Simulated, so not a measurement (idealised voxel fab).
Presented below is a process module, voxel transistor to metal.
This is section cut - it's 210 nm across, gridded in 5 nm square cells.
Each cross-section below is a grid of square cells, stated as bands in top-down order, with one or more rows of cells making up each band.
It is stipulated that each band's entry specify, in nanometres, the height of the top of the band and then that of its bottom, followed by the materials of the band in left-to-right sequence, each together with its width in nanometres. A single material marked by the word "all across" is understood to fill the band from edge to edge; the word "empty" is understood to denote empty space.
Where do heights start? At 0: under that level the wafer as delivered is made of one material only. And the lowest band has no floor; it just carries on downward, as in "top 0, no bottom".
The expression "30 to 40" gives the width at the extremes of the band, the first number at its top row of cells and the second at its bottom row, with the width changing by equal amounts from each row to the next in between.
The designation "identical to before", where it is given for a processing step, indicates that no cell of the cross-section was altered in the course of that step.
You'll see "Internal closed voids" listing empty spaces that have no way open to the top, as long as they're 8 cells or more; the notation is width x height at distance, where the distance is from the left edge, and all of it is in nm.
If you see something after the settings on a step's line, that's the simulator's own remark about that step.
Regarding "overlay nm": on a step with a mask, it is the distance the mask lay to the right of its planned place; a negative value places it to the left.

-- This section lists the process steps that were planned
1,RECEIVE, material Si
2,OXIDIZE, depth nm 5
3,CONFORMAL_DEP, material SiN, thk nm 10
4,DIRECTIONAL_DEP, material aC, thk nm 10
5,PATTERN, tone cover, mask id ACTIVE, material resist, width nm 120, thk nm 25, overlay nm 0
6,DIRECTIONAL_ETCH, etch materials aC, depth nm 10
7,STRIP, etch materials resist
8,DIRECTIONAL_ETCH, etch materials SiN, depth nm 10
9,DIRECTIONAL_ETCH, etch materials SiO2, depth nm 5
10,DIRECTIONAL_ETCH, etch materials Si, depth nm 30
11,STRIP, etch materials aC
12,OXIDIZE, depth nm 5
13,FILL_DEP, material SiO2, thk nm 5
14,CMP, height nm 10
15,SELECTIVE_ETCH, etch materials SiO2, depth nm 5
16,STRIP, etch materials SiN
17,SELECTIVE_ETCH, etch materials SiO2, depth nm 5
18,OXIDIZE, depth nm 5
19,DIRECTIONAL_DEP, material polySi, thk nm 20
20,DIRECTIONAL_DEP, material SiCN, thk nm 10
21,DIRECTIONAL_DEP, material aC, thk nm 10
22,PATTERN, tone cover, mask id GATE, material resist, width nm 30, thk nm 30, overlay nm 0
23,DIRECTIONAL_ETCH, etch materials aC, depth nm 10
24,STRIP, etch materials resist
25,DIRECTIONAL_ETCH, etch materials SiCN, depth nm 20
26,DIRECTIONAL_ETCH, etch materials polySi, depth nm 30
27,STRIP, etch materials aC
28,CONFORMAL_DEP, material SiO2, thk nm 5
29,DIRECTIONAL_ETCH, etch materials SiO2, depth nm 5
30,CONFORMAL_DEP, material SiN, thk nm 10
31,DIRECTIONAL_ETCH, etch materials SiN, depth nm 10
32,DIRECTIONAL_ETCH, etch materials SiO2, depth nm 5
33,DIRECTIONAL_ETCH, etch materials Si, depth nm 5
34,EPI, material pSi, thk nm 10
35,FILL_DEP, material SiO2, thk nm 10
36,CMP, height nm 15
37,STRIP, etch materials polySi
38,SELECTIVE_ETCH, etch materials SiO2, depth nm 5
39,CONFORMAL_DEP, material HfO2, thk nm 5
40,CONFORMAL_DEP, material TiN, thk nm 5
41,FILL_DEP, material W, thk nm 10
42,CMP, height nm 10
43,DIRECTIONAL_DEP, material SiO2, thk nm 15
44,DIRECTIONAL_DEP, material aC, thk nm 15
45,PATTERN, tone open, mask id CONTACT, material resist, width nm 15, pitch nm 85, thk nm 35, overlay nm 0
46,DIRECTIONAL_ETCH, etch materials aC, depth nm 15
47,STRIP, etch materials resist
48,DIRECTIONAL_ETCH, etch materials SiO2, depth nm 25
49,STRIP, etch materials aC
50,CONFORMAL_DEP, material TiN, thk nm 5
51,FILL_DEP, material W, thk nm 10
52,CMP, height nm 25
53,CONFORMAL_DEP, material SiN, thk nm 5
54,DIRECTIONAL_DEP, material SiO2, thk nm 20
55,MASKED_ETCH, tone open, mask id METAL_1, width nm 15, pitch nm 85, etch materials SiO2, depth nm 20, overlay nm 0
56,MASKED_ETCH, tone open, mask id METAL_1, width nm 15, pitch nm 85, etch materials SiN, depth nm 5, overlay nm 0
57,CONFORMAL_DEP, material TiN, thk nm 5
58,FILL_DEP, material Cu, thk nm 10
59,CMP, height nm 50
60,CONFORMAL_DEP, material SiCN, thk nm 5
61,DIRECTIONAL_DEP, material SiO2, thk nm 25
62,DIRECTIONAL_DEP, material aC, thk nm 10
63,PATTERN, tone open, mask id METAL_2, material resist, width nm 15, pitch nm 85, thk nm 30, overlay nm 0
64,DIRECTIONAL_ETCH, etch materials aC, depth nm 10
65,STRIP, etch materials resist
66,DIRECTIONAL_ETCH, etch materials SiO2, depth nm 15
67,STRIP, etch materials aC
68,PATTERN, tone open, mask id METAL_2_HOLES, material resist, width nm 15, pitch nm 85, thk nm 15, overlay nm 0
69,DIRECTIONAL_ETCH, etch materials SiO2, depth nm 10
70,DIRECTIONAL_ETCH, etch materials SiCN, depth nm 5
71,STRIP, etch materials resist
72,CONFORMAL_DEP, material TiN, thk nm 5
73,FILL_DEP, material Cu, thk nm 5
74,CMP, height nm 80
75,CONFORMAL_DEP, material SiN, thk nm 5

-- Incoming wafer in cross-section (state: after step 1)
* top 0, no bottom | Si all across
* Internal closed voids: none

-- End-of-module cross-section. Starting structure and process plan as above; one mistake made in running it
* top 85, bottom 80 | SiN all across
* top 80, bottom 60 | 55 SiO2, 5 TiN, 5 Cu, 5 TiN, 70 SiO2, 5 TiN, 5 Cu, 5 TiN, 55 SiO2
* top 60, bottom 55 | 55 SiCN, 15 TiN, 70 SiCN, 15 TiN, 55 SiCN
* top 55, bottom 50 | 60 TiN, 5 Cu, 80 TiN, 5 Cu, 60 TiN
* top 50, bottom 30 | 55 SiO2, 5 TiN, 5 Cu, 5 TiN, 70 SiO2, 5 TiN, 5 Cu, 5 TiN, 55 SiO2
* top 30, bottom 25 | 55 SiN, 15 TiN, 70 SiN, 15 TiN, 55 SiN
* top 25, bottom 10 | 55 SiO2, 5 TiN, 5 W, 5 TiN, 70 SiO2, 5 TiN, 5 W, 5 TiN, 55 SiO2
* top 10, bottom 5 | 55 SiO2, 5 TiN, 5 W, 5 TiN, 5 SiO2, 10 SiN, 5 HfO2, 5 TiN, 20 W, 5 TiN, 5 HfO2, 10 SiN, 5 SiO2, 5 TiN, 5 W, 5 TiN, 55 SiO2
* top 5, bottom 0 | 55 SiO2, 15 TiN, 5 SiO2, 10 SiN, 5 HfO2, 5 TiN, 20 W, 5 TiN, 5 HfO2, 10 SiN, 5 SiO2, 15 TiN, 55 SiO2
* top 0, bottom -5 | 45 SiO2, 10 SiN, 20 pSi, 10 SiN, 5 HfO2, 30 TiN, 5 HfO2, 10 SiN, 20 pSi, 10 SiN, 45 SiO2
* top -5, bottom -10 | 55 SiO2, 20 pSi, 10 SiO2, 40 HfO2, 10 SiO2, 20 pSi, 55 SiO2
* top -10, bottom -15 | 50 SiO2, 5 Si, 20 pSi, 60 Si, 20 pSi, 5 Si, 50 SiO2
* top -15, bottom -40 | 50 SiO2, 110 Si, 50 SiO2
* top -40, no bottom | Si all across
* Internal closed voids: none
Here's what went sideways: step 59 deviated from plan and actually ran as CMP, height nm 55
